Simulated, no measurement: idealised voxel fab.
This is a process module. Its name is voxel transistor to metal.
160 nm wide, 5 nm square cells: that's cross-section cut.
A cross-section is written here as square cells arranged in a grid, and it is given in bands from the top down, each band taking up one or more rows of cells.
Top, bottom (nm), then materials left to right with widths (nm); lone material tagged "everywhere" fills the whole band edge to edge; "blank" = empty space.
Where do heights start? At 0: under that level the wafer as delivered is made of one material only. And the lowest band has no floor; it just carries on downward, as in "0..down".
You'd read "30->40" like this: the band's top row of cells is as wide as the first number, its bottom row is as wide as the second, and going down, every row changes width by the same amount as the row before did.
Key: "all unchanged" - step with no changed cell in the cross-section.
Empty spaces without an open route to the top, at least 8 cells in extent, make up the entry "Cavities, sealed"; each is given as width x height at distance, where the distance is measured from the left edge, and all are in nm.
Heads up: the bit after the settings on a step's line is the simulator's remark on that step.
Among the settings permitted on a step's line is "overlay nm"; applied to a step with a mask, it specifies the extent to which the mask lay to the right of its planned position, whereas a negative figure signifies a position to the left.

Planned step list for the process:
1) RECEIVE | material Si
2) CONFORMAL_DEP | material SiO2 | thk nm 5
3) CONFORMAL_DEP | material SiN | thk nm 10
4) MASKED_ETCH | tone cover | mask id ACTIVE | width nm 125 | etch materials SiN | depth nm 10 | overlay nm 0
5) MASKED_ETCH | tone cover | mask id ACTIVE | width nm 125 | etch materials SiO2 | depth nm 5 | overlay nm 0
6) MASKED_ETCH | tone cover | mask id ACTIVE | width nm 125 | etch materials Si | depth nm 20 | overlay nm 0
7) OXIDIZE | depth nm 5
8) FILL_DEP | material SiO2 | thk nm 5
9) CMP | height nm 15
10) SELECTIVE_ETCH | etch materials SiO2 | depth nm 10
11) STRIP | etch materials SiN
12) SELECTIVE_ETCH | etch materials SiO2 | depth nm 5
13) OXIDIZE | depth nm 5
14) DIRECTIONAL_DEP | material polySi | thk nm 25
15) DIRECTIONAL_DEP | material SiCN | thk nm 15
16) PATTERN | tone cover | mask id GATE | material resist | width nm 35 | thk nm 15 | overlay nm 0
17) DIRECTIONAL_ETCH | etch materials SiCN | depth nm 25
18) DIRECTIONAL_ETCH | etch materials polySi | depth nm 35
19) STRIP | etch materials resist
20) CONFORMAL_DEP | material SiO2 | thk nm 5
21) DIRECTIONAL_ETCH | etch materials SiO2 | depth nm 5
22) CONFORMAL_DEP | material SiN | thk nm 10
23) DIRECTIONAL_ETCH | etch materials SiN | depth nm 10
24) DIRECTIONAL_ETCH | etch materials SiO2 | depth nm 5
25) EPI | material SiGe | thk nm 5
26) FILL_DEP | material SiO2 | thk nm 5
27) CMP | height nm 25
28) STRIP | etch materials polySi
29) SELECTIVE_ETCH | etch materials SiO2 | depth nm 5
30) CONFORMAL_DEP | material HfO2 | thk nm 5
31) CONFORMAL_DEP | material TiN | thk nm 5
32) FILL_DEP | material W | thk nm 10
33) CMP | height nm 20
34) DIRECTIONAL_DEP | material SiO2 | thk nm 15
35) MASKED_ETCH | tone open | mask id CONTACT | width nm 20 | pitch nm 85 | etch materials SiO2 | depth nm 35 | overlay nm -10
36) CONFORMAL_DEP | material TiN | thk nm 5
37) FILL_DEP | material Ru | thk nm 5
38) CMP | height nm 35
39) CONFORMAL_DEP | material SiCN | thk nm 5
40) DIRECTIONAL_DEP | material SiO2 | thk nm 20
41) DIRECTIONAL_DEP | material aC | thk nm 10
42) PATTERN | tone open | mask id METAL_1 | material resist | width nm 20 | pitch nm 85 | thk nm 25 | overlay nm 0
43) DIRECTIONAL_ETCH | etch materials aC | depth nm 10
44) STRIP | etch materials resist
45) DIRECTIONAL_ETCH | etch materials SiO2 | depth nm 20
46) DIRECTIONAL_ETCH | etch materials SiCN | depth nm 5
47) STRIP | etch materials aC
48) CONFORMAL_DEP | material TiN | thk nm 5
49) FILL_DEP | material Cu | thk nm 5
50) CMP | height nm 60
51) CONFORMAL_DEP | material SiCN | thk nm 5
52) DIRECTIONAL_DEP | material lowk | thk nm 25
53) PATTERN | tone open | mask id METAL_2 | material resist | width nm 20 | pitch nm 85 | thk nm 20 | overlay nm 0
54) DIRECTIONAL_ETCH | etch materials lowk | depth nm 15
55) STRIP | etch materials resist
56) MASKED_ETCH | tone open | mask id METAL_2_HOLES | width nm 15 | pitch nm 85 | etch materials lowk | depth nm 10 | overlay nm 0
57) MASKED_ETCH | tone open | mask id METAL_2_HOLES | width nm 15 | pitch nm 85 | etch materials SiCN | depth nm 5 | overlay nm 0
58) CONFORMAL_DEP | material TiN | thk nm 5
59) FILL_DEP | material Cu | thk nm 10
60) CMP | height nm 90
61) CONFORMAL_DEP | material SiN | thk nm 5
Keep in mind the plan's value for the overlay nm of step 35 comes from the first wafer; the wafers don't share that setting, but they do share the same starting point.

first wafer as received, after step 1:
* 0..down = Si everywhere
* Cavities, sealed: none

Basically each wafer gets a line in the table, showing it at the end of the module: material by material, the cells it gained (+) or lost (-) since we got it, then its closed voids:
overlay nm -10, +30 Cu, +17 HfO2, +16 Ru, -68 Si, +50 SiCN, +12 SiGe, +48 SiN, +267 SiO2, +97 TiN, +15 W, +124 lowk, Cavities, sealed: none
overlay nm -5, +30 Cu, +17 HfO2, +20 Ru, -68 Si, +50 SiCN, +12 SiGe, +48 SiN, +263 SiO2, +97 TiN, +15 W, +124 lowk, Cavities, sealed: none
overlay nm 0, +30 Cu, +17 HfO2, +24 Ru, -68 Si, +50 SiCN, +12 SiGe, +48 SiN, +259 SiO2, +97 TiN, +15 W, +124 lowk, Cavities, sealed: none
overlay nm 5, +30 Cu, +17 HfO2, +20 Ru, -68 Si, +50 SiCN, +12 SiGe, +48 SiN, +263 SiO2, +97 TiN, +15 W, +124 lowk, Cavities, sealed: none
overlay nm 10, +30 Cu, +17 HfO2, +16 Ru, -68 Si, +50 SiCN, +12 SiGe, +48 SiN, +267 SiO2, +97 TiN, +15 W, +124 lowk, Cavities, sealed: none
overlay nm 15, +30 Cu, +17 HfO2, +16 Ru, -68 Si, +50 SiCN, +12 SiGe, +48 SiN, +271 SiO2, +93 TiN, +15 W, +124 lowk, Cavities, sealed: none
